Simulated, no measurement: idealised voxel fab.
This is a process module. Its name is voxel gate over fins.
Cross-section cut spans 275 nm and uses square cells 5 nm in size.
Format of a cross-section: grid, square cells. Given as bands. Order: top down. Band: one or more rows of cells. The band entry comprises the height of the band's top followed by the height of its bottom, expressed in nm, and subsequently the band's materials from left to right, each stated together with its width in nm. Where a single material is marked with the word "all across", that material fills the band from edge to edge. The word "air" represents empty space. Zero point of the height axis is 0; under it, received wafer = one material. Lowest band: continues down indefinitely, "top 0, no bottom". It should be noted that a width expressed as "30..40" varies in equal increments from row to row of cells within the band, taking the value of the first number at the top row and that of the second number at the bottom row. A step reported as "no modifications" is a step in which no cell of the cross-section changed. For the entry "Enclosed void catalog", the listed items are empty spaces with no open way to the top whose size is 8 cells or more; each item follows the pattern width x height at distance, where distance is from the left edge and all three are in nm. Past the settings on a step's line: simulator remark, on that step. overlay nm: mask right of planned place by this much (step with mask). Neg. = left.
[Planned process steps]
| 1 | op RECEIVE | material Si |
| 2 | op CONFORMAL_DEP | material SiN | thk nm 10 |
| 3 | op DIRECTIONAL_DEP | material aC | thk nm 10 |
| 4 | op PATTERN | tone cover | mask id FINS | material resist | width nm 15 | pitch nm 55 | thk nm 30 | overlay nm 0 |
| 5 | op DIRECTIONAL_ETCH | etch materials aC | depth nm 10 |
| 6 | op STRIP | etch materials resist |
| 7 | op DIRECTIONAL_ETCH | etch materials SiN | depth nm 10 |
| 8 | op DIRECTIONAL_ETCH | etch materials Si | depth nm 40 |
| 9 | op STRIP | etch materials aC |
| 10 | op FILL_DEP | material SiO2 | thk nm 10 |
| 11 | op CMP | height nm 10 |
| 12 | op PATTERN | tone open | mask id RAIL | material resist | width nm 15 | thk nm 20 | overlay nm 0 |
| 13 | op DIRECTIONAL_ETCH | etch materials SiO2 | depth nm 45 |
| 14 | op STRIP | etch materials resist |
| 15 | op CONFORMAL_DEP | material TiN | thk nm 5 |
| 16 | op FILL_DEP | material W | thk nm 5 |
| 17 | op CMP | height nm 10 |
| 18 | op SELECTIVE_ETCH | etch materials W Ru TiN | depth nm 30 |
| 19 | op FILL_DEP | material SiO2 | thk nm 5 |
| 20 | op CMP | height nm 10 |
| 21 | op SELECTIVE_ETCH | etch materials SiO2 | depth nm 25 |
| 22 | op STRIP | etch materials SiN |
| 23 | op CONFORMAL_DEP | material HfO2 | thk nm 5 |
| 24 | op CONFORMAL_DEP | material TiN | thk nm 5 |
| 25 | op FILL_DEP | material W | thk nm 15 |
| 26 | op CMP | height nm 20 |
| 27 | op CONFORMAL_DEP | material SiCN | thk nm 5 |
[First of two wafers, processed according to plan]
[Cross-section of the wafer as it came to us, i.e., already through step 1]
* top 0, no bottom: Si all across
* Enclosed void catalog: none
[Presented here is a cross-section of the wafer after step 2 has been performed]
* top 10, bottom 0: SiN all across
* Everything under 0 stays put, no change at all.
[Presented here is a cross-section of the wafer after step 3 has been performed]
* top 20, bottom 10: aC all across
* Everything under 10 stays put, no change at all.
[Presented here is a cross-section of the wafer after step 4 has been performed]
* top 50, bottom 20: air=75  resist=15  air=40  resist=15  air=40  resist=15  air=75
* Everything under 20 stays put, no change at all.
[Presented here is a cross-section of the wafer after step 5 has been performed]
* top 40, bottom 20: air=75  resist=15  air=40  resist=15  air=40  resist=15  air=75
* top 20, bottom 10: air=75  aC=15  air=40  aC=15  air=40  aC=15  air=75
* Everything under 10 stays put, no change at all.
[Presented here is a cross-section of the wafer after step 6 has been performed]
* top 20, bottom 10: air=75  aC=15  air=40  aC=15  air=40  aC=15  air=75
* Everything under 10 stays put, no change at all.
[Presented here is a cross-section of the wafer after step 7 has been performed]
* top 20, bottom 10: air=75  aC=15  air=40  aC=15  air=40  aC=15  air=75
* top 10, bottom 0: air=75  SiN=15  air=40  SiN=15  air=40  SiN=15  air=75
* Everything under 0 stays put, no change at all.
[Presented here is a cross-section of the wafer after step 8 has been performed]
* top 20, bottom 10: air=75  aC=15  air=40  aC=15  air=40  aC=15  air=75
* top 10, bottom 0: air=75  SiN=15  air=40  SiN=15  air=40  SiN=15  air=75
* top 0, bottom -40: air=75  Si=15  air=40  Si=15  air=40  Si=15  air=75
* Everything under -40 stays put, no change at all.
[Presented here is a cross-section of the wafer after step 9 has been performed]
* top 10, bottom 0: air=75  SiN=15  air=40  SiN=15  air=40  SiN=15  air=75
* Everything under 0 stays put, no change at all.
[Presented here is a cross-section of the wafer after step 10 has been performed]
* top 20, bottom 10: SiO2 all across
* top 10, bottom 0: SiO2=75  SiN=15  SiO2=40  SiN=15  SiO2=40  SiN=15  SiO2=75
* top 0, bottom -40: SiO2=75  Si=15  SiO2=40  Si=15  SiO2=40  Si=15  SiO2=75
* Everything under -40 stays put, no change at all.
[Presented here is a cross-section of the wafer after step 11 has been performed]
* top 10, bottom 0: SiO2=75  SiN=15  SiO2=40  SiN=15  SiO2=40  SiN=15  SiO2=75
* Everything under 0 stays put, no change at all.
[Presented here is a cross-section of the wafer after step 12 has been performed]
* top 30, bottom 10: resist=100  air=15  resist=160
* Everything under 10 stays put, no change at all.
[Presented here is a cross-section of the wafer after step 13 has been performed]
* top 30, bottom 10: resist=100  air=15  resist=160
* top 10, bottom 0: SiO2=75  SiN=15  SiO2=10  air=15  SiO2=15  SiN=15  SiO2=40  SiN=15  SiO2=75
* top 0, bottom -35: SiO2=75  Si=15  SiO2=10  air=15  SiO2=15  Si=15  SiO2=40  Si=15  SiO2=75
* Everything under -35 stays put, no change at all.
[Presented here is a cross-section of the wafer after step 14 has been performed]
* top 10, bottom 0: SiO2=75  SiN=15  SiO2=10  air=15  SiO2=15  SiN=15  SiO2=40  SiN=15  SiO2=75
* Everything under 0 stays put, no change at all.
[Presented here is a cross-section of the wafer after step 15 has been performed]
* top 15, bottom 10: TiN=105  air=5  TiN=165
* top 10, bottom 0: SiO2=75  SiN=15  SiO2=10  TiN=5  air=5  TiN=5  SiO2=15  SiN=15  SiO2=40  SiN=15  SiO2=75
* top 0, bottom -30: SiO2=75  Si=15  SiO2=10  TiN=5  air=5  TiN=5  SiO2=15  Si=15  SiO2=40  Si=15  SiO2=75
* top -30, bottom -35: SiO2=75  Si=15  SiO2=10  TiN=15  SiO2=15  Si=15  SiO2=40  Si=15  SiO2=75
* Everything under -35 stays put, no change at all.
[Presented here is a cross-section of the wafer after step 16 has been performed]
* top 20, bottom 15: W all across
* top 15, bottom 10: TiN=105  W=5  TiN=165
* top 10, bottom 0: SiO2=75  SiN=15  SiO2=10  TiN=5  W=5  TiN=5  SiO2=15  SiN=15  SiO2=40  SiN=15  SiO2=75
* top 0, bottom -30: SiO2=75  Si=15  SiO2=10  TiN=5  W=5  TiN=5  SiO2=15  Si=15  SiO2=40  Si=15  SiO2=75
* Everything under -30 stays put, no change at all.
[Presented here is a cross-section of the wafer after step 17 has been performed]
* top 10, bottom 0: SiO2=75  SiN=15  SiO2=10  TiN=5  W=5  TiN=5  SiO2=15  SiN=15  SiO2=40  SiN=15  SiO2=75
* Everything under 0 stays put, no change at all.
[Presented here is a cross-section of the wafer after step 18 has been performed]
* top 10, bottom 0: SiO2=75  SiN=15  SiO2=10  air=15  SiO2=15  SiN=15  SiO2=40  SiN=15  SiO2=75
* top 0, bottom -20: SiO2=75  Si=15  SiO2=10  air=15  SiO2=15  Si=15  SiO2=40  Si=15  SiO2=75
* Everything under -20 stays put, no change at all.
[Presented here is a cross-section of the wafer after step 19 has been performed]
* top 15, bottom 10: SiO2 all across
* top 10, bottom 0: SiO2=75  SiN=15  SiO2=40  SiN=15  SiO2=40  SiN=15  SiO2=75
* top 0, bottom -20: SiO2=75  Si=15  SiO2=40  Si=15  SiO2=40  Si=15  SiO2=75
* Everything under -20 stays put, no change at all.
[Presented here is a cross-section of the wafer after step 20 has been performed]
* top 10, bottom 0: SiO2=75  SiN=15  SiO2=40  SiN=15  SiO2=40  SiN=15  SiO2=75
* Everything under 0 stays put, no change at all.
[Presented here is a cross-section of the wafer after step 21 has been performed]
* top 10, bottom 0: air=75  SiN=15  air=40  SiN=15  air=40  SiN=15  air=75
* top 0, bottom -15: air=75  Si=15  air=40  Si=15  air=40  Si=15  air=75
* Everything under -15 stays put, no change at all.
[Presented here is a cross-section of the wafer after step 22 has been performed]
* top 0, bottom -15: air=75  Si=15  air=40  Si=15  air=40  Si=15  air=75
* Everything under -15 stays put, no change at all.
[Presented here is a cross-section of the wafer after step 23 has been performed]
* top 5, bottom 0: air=70  HfO2=25  air=30  HfO2=25  air=30  HfO2=25  air=70
* top 0, bottom -10: air=70  HfO2=5  Si=15  HfO2=5  air=30  HfO2=5  Si=15  HfO2=5  air=30  HfO2=5  Si=15  HfO2=5  air=70
* top -10, bottom -15: HfO2=75  Si=15  HfO2=40  Si=15  HfO2=40  Si=15  HfO2=75
* Everything under -15 stays put, no change at all.
[Presented here is a cross-section of the wafer after step 24 has been performed]
* top 10, bottom 5: air=65  TiN=35  air=20  TiN=35  air=20  TiN=35  air=65
* top 5, bottom 0: air=65  TiN=5  HfO2=25  TiN=5  air=20  TiN=5  HfO2=25  TiN=5  air=20  TiN=5  HfO2=25  TiN=5  air=65
* top 0, bottom -5: air=65  TiN=5  HfO2=5  Si=15  HfO2=5  TiN=5  air=20  TiN=5  HfO2=5  Si=15  HfO2=5  TiN=5  air=20  TiN=5  HfO2=5  Si=15  HfO2=5  TiN=5  air=65
* top -5, bottom -10: TiN=70  HfO2=5  Si=15  HfO2=5  TiN=30  HfO2=5  Si=15  HfO2=5  TiN=30  HfO2=5  Si=15  HfO2=5  TiN=70
* Everything under -10 stays put, no change at all.
[Presented here is a cross-section of the wafer after step 25 has been performed]
* top 25, bottom 10: W all across
* top 10, bottom 5: W=65  TiN=35  W=20  TiN=35  W=20  TiN=35  W=65
* top 5, bottom 0: W=65  TiN=5  HfO2=25  TiN=5  W=20  TiN=5  HfO2=25  TiN=5  W=20  TiN=5  HfO2=25  TiN=5  W=65
* top 0, bottom -5: W=65  TiN=5  HfO2=5  Si=15  HfO2=5  TiN=5  W=20  TiN=5  HfO2=5  Si=15  HfO2=5  TiN=5  W=20  TiN=5  HfO2=5  Si=15  HfO2=5  TiN=5  W=65
* Everything under -5 stays put, no change at all.
[Presented here is a cross-section of the wafer after step 26 has been performed]
* top 20, bottom 10: W all across
* Everything under 10 stays put, no change at all.
[Presented here is a cross-section of the wafer after step 27 has been performed]
* top 25, bottom 20: SiCN all across
* Everything under 20 stays put, no change at all.
[For the second wafer, take the first wafer's start and plan, then add one mistake made in running it; everything through step 11, that step included, is shared with the first]
[Second wafer, sectioned view, at step 12's planned end time]
* top 30, bottom 10: resist=95  air=25  resist=155
* Everything under 10 stays put, no change at all.
[Second wafer, sectioned view, at step 13's planned end time]
* top 30, bottom 10: resist=95  air=25  resist=155
* top 10, bottom 0: SiO2=75  SiN=15  SiO2=5  air=25  SiO2=10  SiN=15  SiO2=40  SiN=15  SiO2=75
* top 0, bottom -35: SiO2=75  Si=15  SiO2=5  air=25  SiO2=10  Si=15  SiO2=40  Si=15  SiO2=75
* Everything under -35 stays put, no change at all.
[Second wafer, sectioned view, at step 14's planned end time]
* top 10, bottom 0: SiO2=75  SiN=15  SiO2=5  air=25  SiO2=10  SiN=15  SiO2=40  SiN=15  SiO2=75
* Everything under 0 stays put, no change at all.
[Second wafer, sectioned view, at step 15's planned end time]
* top 15, bottom 10: TiN=100  air=15  TiN=160
* top 10, bottom 0: SiO2=75  SiN=15  SiO2=5  TiN=5  air=15  TiN=5  SiO2=10  SiN=15  SiO2=40  SiN=15  SiO2=75
* top 0, bottom -30: SiO2=75  Si=15  SiO2=5  TiN=5  air=15  TiN=5  SiO2=10  Si=15  SiO2=40  Si=15  SiO2=75
* top -30, bottom -35: SiO2=75  Si=15  SiO2=5  TiN=25  SiO2=10  Si=15  SiO2=40  Si=15  SiO2=75
* Everything under -35 stays put, no change at all.
[Second wafer, sectioned view, at step 16's planned end time]
* top 20, bottom 15: W all across
* top 15, bottom 10: TiN=100  W=15  TiN=160
* top 10, bottom 0: SiO2=75  SiN=15  SiO2=5  TiN=5  W=15  TiN=5  SiO2=10  SiN=15  SiO2=40  SiN=15  SiO2=75
* top 0, bottom -30: SiO2=75  Si=15  SiO2=5  TiN=5  W=15  TiN=5  SiO2=10  Si=15  SiO2=40  Si=15  SiO2=75
* Everything under -30 stays put, no change at all.
[Second wafer, sectioned view, at step 17's planned end time]
* top 10, bottom 0: SiO2=75  SiN=15  SiO2=5  TiN=5  W=15  TiN=5  SiO2=10  SiN=15  SiO2=40  SiN=15  SiO2=75
* Everything under 0 stays put, no change at all.
[Second wafer, sectioned view, at step 18's planned end time]
* top 10, bottom 0: SiO2=75  SiN=15  SiO2=5  air=25  SiO2=10  SiN=15  SiO2=40  SiN=15  SiO2=75
* top 0, bottom -20: SiO2=75  Si=15  SiO2=5  air=25  SiO2=10  Si=15  SiO2=40  Si=15  SiO2=75
* Everything under -20 stays put, no change at all.
[Second wafer, sectioned view, at step 19's planned end time]
* top 15, bottom 10: SiO2 all across
* top 10, bottom 0: SiO2=75  SiN=15  SiO2=40  SiN=15  SiO2=40  SiN=15  SiO2=75
* top 0, bottom -20: SiO2=75  Si=15  SiO2=40  Si=15  SiO2=40  Si=15  SiO2=75
* Everything under -20 stays put, no change at all.
[Second wafer, sectioned view, at step 20's planned end time]
* top 10, bottom 0: SiO2=75  SiN=15  SiO2=40  SiN=15  SiO2=40  SiN=15  SiO2=75
* Everything under 0 stays put, no change at all.
[Second wafer, sectioned view, at step 21's planned end time]
* top 10, bottom 0: air=75  SiN=15  air=40  SiN=15  air=40  SiN=15  air=75
* top 0, bottom -15: air=75  Si=15  air=40  Si=15  air=40  Si=15  air=75
* Everything under -15 stays put, no change at all.
[Second wafer, sectioned view, at step 22's planned end time]
* top 0, bottom -15: air=75  Si=15  air=40  Si=15  air=40  Si=15  air=75
* Everything under -15 stays put, no change at all.
[Second wafer, sectioned view, at step 23's planned end time]
* top 5, bottom 0: air=70  HfO2=25  air=30  HfO2=25  air=30  HfO2=25  air=70
* top 0, bottom -10: air=70  HfO2=5  Si=15  HfO2=5  air=30  HfO2=5  Si=15  HfO2=5  air=30  HfO2=5  Si=15  HfO2=5  air=70
* top -10, bottom -15: HfO2=75  Si=15  HfO2=40  Si=15  HfO2=40  Si=15  HfO2=75
* Everything under -15 stays put, no change at all.
[Second wafer, sectioned view, at step 24's planned end time]
* top 10, bottom 5: air=65  TiN=35  air=20  TiN=35  air=20  TiN=35  air=65
* top 5, bottom 0: air=65  TiN=5  HfO2=25  TiN=5  air=20  TiN=5  HfO2=25  TiN=5  air=20  TiN=5  HfO2=25  TiN=5  air=65
* top 0, bottom -5: air=65  TiN=5  HfO2=5  Si=15  HfO2=5  TiN=5  air=20  TiN=5  HfO2=5  Si=15  HfO2=5  TiN=5  air=20  TiN=5  HfO2=5  Si=15  HfO2=5  TiN=5  air=65
* top -5, bottom -10: TiN=70  HfO2=5  Si=15  HfO2=5  TiN=30  HfO2=5  Si=15  HfO2=5  TiN=30  HfO2=5  Si=15  HfO2=5  TiN=70
* Everything under -10 stays put, no change at all.
[Second wafer, sectioned view, at step 25's planned end time]
* top 25, bottom 10: W all across
* top 10, bottom 5: W=65  TiN=35  W=20  TiN=35  W=20  TiN=35  W=65
* top 5, bottom 0: W=65  TiN=5  HfO2=25  TiN=5  W=20  TiN=5  HfO2=25  TiN=5  W=20  TiN=5  HfO2=25  TiN=5  W=65
* top 0, bottom -5: W=65  TiN=5  HfO2=5  Si=15  HfO2=5  TiN=5  W=20  TiN=5  HfO2=5  Si=15  HfO2=5  TiN=5  W=20  TiN=5  HfO2=5  Si=15  HfO2=5  TiN=5  W=65
* Everything under -5 stays put, no change at all.
[Second wafer, sectioned view, at step 26's planned end time]
* top 20, bottom 10: W all across
* Everything under 10 stays put, no change at all.
[Second wafer, sectioned view, at step 27's planned end time]
* top 25, bottom 20: SiCN all across
* Everything under 20 stays put, no change at all.
Which mistake was made when the wafer was run? planned and actual differ for step 12; actual: op PATTERN | tone open | mask id RAIL | material resist | width nm 25 | thk nm 20 | overlay nm 0
Final difference in cells, second wafer against first, listed per material as more or fewer: -6 SiO2; +2 TiN; +4 W
